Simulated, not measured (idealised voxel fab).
voxel self aligned contacts: a process module
250 nm wide, 5 nm square cells: that's cross-section cut.
In this document a cross-section is written as a grid of square cells. It is given as a series of bands, listed from the top down, and a band is one or more rows of cells. For a band, the entry starts with two heights in nm, that of the top and then that of the bottom, and carries on with the band's materials in order from left to right, each alongside its width in nm; the word "edge to edge" beside a single material means it fills the band edge to edge, and "blank" means empty space. Ref level 0: as-received wafer is one material below here. Bottom band extends down with no lower bound ("from 0 down"). Width "30->40": first value at the band's top row of cells, second value at its bottom row, equal change from row to row. No cell of the cross-section changed in a step that is given as "no modifications". Under "Cavities, closed" you'll find the enclosed gaps, the ones with no way out to the top, that are 8 cells or bigger; each reads width x height at distance, with distance counted from the left edge, everything in nm. Text after the settings on a step's line: the simulator's own remark on that step. The setting "overlay nm" may be written on the line of a step. When the step uses a mask, the value reports how far to the right of the planned place the mask lay, and a negative value reports that it lay to the left.
Set out below are the planned steps of the process
1: RECEIVE,material Si
2: OXIDIZE,depth nm 5
3: DIRECTIONAL_DEP,material polySi,thk nm 25
4: DIRECTIONAL_DEP,material SiN,thk nm 25
5: DIRECTIONAL_DEP,material aC,thk nm 15
6: PATTERN,tone cover,mask id GATE,material resist,width nm 35,pitch nm 75,thk nm 35,overlay nm 0
7: DIRECTIONAL_ETCH,etch materials aC,depth nm 15
8: STRIP,etch materials resist
9: DIRECTIONAL_ETCH,etch materials SiN,depth nm 25
10: DIRECTIONAL_ETCH,etch materials polySi,depth nm 25
11: STRIP,etch materials aC
12: CONFORMAL_DEP,material SiN,thk nm 10
13: DIRECTIONAL_ETCH,etch materials SiN,depth nm 10
14: FILL_DEP,material SiO2,thk nm 15
15: CMP,height nm 55
16: MASKED_ETCH,tone open,mask id CONTACT,width nm 60,etch materials SiO2,depth nm 60,overlay nm 0
17: CONFORMAL_DEP,material TiN,thk nm 5
18: FILL_DEP,material Ru,thk nm 5
19: CMP,height nm 55
20: CONFORMAL_DEP,material SiN,thk nm 5
Wafer cross-section on receipt, i.e. after step 1
	from 0 down  Si edge to edge
	Cavities, closed: none
Cross-section taken at module completion on the first of two wafers; processed per the plan
	from 60 to 55  SiN edge to edge
	from 55 to 50  95 SiO2  25 TiN  10 Ru  25 TiN  95 SiO2
	from 50 to 25  60 SiO2  55 SiN  5 TiN  10 Ru  5 TiN  55 SiN  60 SiO2
	from 25 to 0  60 SiO2  10 SiN  35 polySi  10 SiN  5 TiN  10 Ru  5 TiN  10 SiN  35 polySi  10 SiN  60 SiO2
	from 0 to -5  115 SiO2  20 TiN  115 SiO2
	from -5 down  Si edge to edge
	Cavities, closed: none
Cross-sectional image of the second wafer of the two following completion of the module. Starting state and process plan were the same as for the first wafer; one execution error occurred
	from 60 to 55  SiN edge to edge
	from 55 to 50  95 SiO2  25 TiN  10 Ru  25 TiN  95 SiO2
	from 50 to 25  60 SiO2  55 SiN  5 TiN  10 Ru  5 TiN  55 SiN  60 SiO2
	from 25 to 5  60 SiO2  10 SiN  35 polySi  10 SiN  5 TiN  10 Ru  5 TiN  10 SiN  35 polySi  10 SiN  60 SiO2
	from 5 to 0  60 SiO2  10 SiN  35 polySi  10 SiN  20 TiN  10 SiN  35 polySi  10 SiN  60 SiO2
	from 0 down  Si edge to edge
	Cavities, closed: none
Finding, execution versus plan: step 2 of the plan was jumped over and never run
At the finish, the second wafer shows more or fewer cells for some materials than the first does: Ru -2 | Si +50 | SiO2 -46 | TiN -2
